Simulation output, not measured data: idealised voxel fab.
The following is a process module called voxel tone inversion.
Cross-section cut spans 165 nm and uses square cells 5 nm in size.
Throughout this document, each cross-section is represented as a grid of square cells and is presented as a sequence of bands enumerated from the top downward, where a band comprises one or more rows of cells. Within each band entry, the heights of the top and of the bottom of the band appear first, in that order and in nm; the materials of the band then follow from left to right, each with its corresponding width in nm. The designation "full width" on a single material indicates that it fills the band from edge to edge; the designation "empty" indicates empty space. Measure heights from 0. That's the level where, below it, the as-received wafer is all one material. The lowest band is bottomless and extends downward; write it as in "0 and below". It should be noted that a width expressed as "30..40" varies in equal increments from row to row of cells within the band, taking the value of the first number at the top row and that of the second number at the bottom row. "everything unchanged" (step): cross-section cells unchanged, all of them. If an empty space has no open way to the top and is at least 8 cells in size, "Sealed voids" lists it, written width x height at distance, where distance is measured from the left edge and every value is in nm. Heads up: the bit after the settings on a step's line is the simulator's remark on that step. overlay nm: mask right of planned place by this much (step with mask). Neg. = left.

**Intended process steps**
1) RECEIVE | material Si
2) CONFORMAL_DEP | material SiCN | thk nm 10
3) DIRECTIONAL_DEP | material polySi | thk nm 15
4) PATTERN | tone cover | mask id POSTS | material resist | width nm 15 | pitch nm 30 | thk nm 20 | overlay nm -15
5) DIRECTIONAL_ETCH | etch materials polySi | depth nm 15
6) STRIP | etch materials resist
7) FILL_DEP | material SiO2 | thk nm 5
8) CMP | height nm 25
9) STRIP | etch materials polySi
Every wafer here starts from the same state; it is the step 4 overlay nm that distinguishes them, and the value the plan gives belongs to the first wafer.

**As received, i.e. after step 1: cross-section through the first of several wafers**
- 0 and below = Si full width
- Sealed voids: none

**At the end of the module, after its last step, step 9, the first of several wafers appears in cross-section as follows**
- 25 down to 10 = SiO2 15 nm, then empty 15 nm, then SiO2 15 nm, then empty 15 nm, then SiO2 15 nm, then empty 15 nm, then SiO2 15 nm, then empty 15 nm, then SiO2 45 nm
- 10 down to 0 = SiCN full width
- 0 and below = Si full width
- Sealed voids: none

**Cross-sectional depiction of the last of several wafers upon completion of the module**
- 25 down to 10 = SiO2 45 nm, then empty 15 nm, then SiO2 15 nm, then empty 15 nm, then SiO2 15 nm, then empty 15 nm, then SiO2 15 nm, then empty 15 nm, then SiO2 15 nm
- 10 down to 0 = SiCN full width
- 0 and below = Si full width
- Sealed voids: none

**Basically each wafer gets a line in the table, showing it at the end of the module: material by material, the cells it gained (+) or lost (-) since we got it, then its closed voids**
overlay nm -15, +66 SiCN, +63 SiO2, Sealed voids: none
overlay nm -10, +66 SiCN, +63 SiO2, Sealed voids: none
overlay nm -5, +66 SiCN, +63 SiO2, Sealed voids: none
overlay nm 0, +66 SiCN, +63 SiO2, Sealed voids: none
overlay nm 5, +66 SiCN, +63 SiO2, Sealed voids: none
overlay nm 10, +66 SiCN, +63 SiO2, Sealed voids: none
overlay nm 15, +66 SiCN, +63 SiO2, Sealed voids: none
